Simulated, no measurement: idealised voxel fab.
Process module under the name voxel fin reveal
Shown is cross-section cut, with a width of 160 nm and square cells of size 5 nm.
Cross-section = grid of square cells, listed top down in bands; band = one or more rows.
Top height, bottom height, nm. Materials left to right, width each, nm. Single material + "everywhere" = fills band edge to edge. "empty" = empty.
Below 0: as-received wafer, all one material; heights counted from there. Lowest band: no bottom, goes on down, written "z 0 and below".
The width entry "30->40" should be interpreted row by row: the top row of cells in the band takes the first number, the bottom row takes the second number, and the change between adjacent rows is uniform throughout.
Take "no change occurred" at face value: in the step it is given for, the cross-section changed in none of its cells.
The entry titled "Trapped void list" provides the empty spaces that have no open way to the top, restricted to those of 8 cells or more. Each is presented as width x height at distance, the distance being measured from the left edge, with all three in nm.
Heads up: the bit after the settings on a step's line is the simulator's remark on that step.
Each step line may optionally specify "overlay nm", which for a step with a mask gives the rightward distance between the mask's planned place and where it lay, a negative value indicating the leftward direction.
-- The steps planned for the process are as follows
step 1: RECEIVE,material Si
step 2: CONFORMAL_DEP,material SiN,thk nm 10
step 3: DIRECTIONAL_DEP,material aC,thk nm 10
step 4: PATTERN,tone cover,mask id FINS,material resist,width nm 15,pitch nm 35,thk nm 30,overlay nm 0
step 5: DIRECTIONAL_ETCH,etch materials aC,depth nm 10
step 6: STRIP,etch materials resist
step 7: DIRECTIONAL_ETCH,etch materials SiN,depth nm 10
step 8: DIRECTIONAL_ETCH,etch materials Si,depth nm 40
step 9: STRIP,etch materials aC
step 10: FILL_DEP,material SiO2,thk nm 15
step 11: CMP,height nm 10
step 12: SELECTIVE_ETCH,etch materials SiO2,depth nm 25
step 13: STRIP,etch materials SiN
step 14: CONFORMAL_DEP,material SiO2,thk nm 5
-- Step 1 complete: cross-section of the wafer as received
z 0 and below: Si everywhere
Trapped void list: none
-- Wafer cross-section at module end: first of two, run to plan
z 5 to 0: empty 30 nm / SiO2 25 nm / empty 10 nm / SiO2 25 nm / empty 10 nm / SiO2 25 nm / empty 35 nm
z 0 to -10: empty 30 nm / SiO2 5 nm / Si 15 nm / SiO2 5 nm / empty 10 nm / SiO2 5 nm / Si 15 nm / SiO2 5 nm / empty 10 nm / SiO2 5 nm / Si 15 nm / SiO2 5 nm / empty 35 nm
z -10 to -40: SiO2 35 nm / Si 15 nm / SiO2 20 nm / Si 15 nm / SiO2 20 nm / Si 15 nm / SiO2 40 nm
z -40 and below: Si everywhere
Trapped void list: none
-- What the second wafer looks like in cross-section once the module is done. Its start and its plan matched the first wafer's exactly; what differed was one mistake in how it was run
z 5 to 0: empty 40 nm / SiO2 25 nm / empty 10 nm / SiO2 25 nm / empty 10 nm / SiO2 25 nm / empty 25 nm
z 0 to -10: empty 40 nm / SiO2 5 nm / Si 15 nm / SiO2 5 nm / empty 10 nm / SiO2 5 nm / Si 15 nm / SiO2 5 nm / empty 10 nm / SiO2 5 nm / Si 15 nm / SiO2 5 nm / empty 25 nm
z -10 to -40: SiO2 45 nm / Si 15 nm / SiO2 20 nm / Si 15 nm / SiO2 20 nm / Si 15 nm / SiO2 30 nm
z -40 and below: Si everywhere
Trapped void list: none
Error vs. plan: off-plan run, step 4, actual operation and settings PATTERN,tone cover,mask id FINS,material resist,width nm 15,pitch nm 35,thk nm 30,overlay nm 10
at the end the second wafer has, in cells: as many of each material as the first, in other places
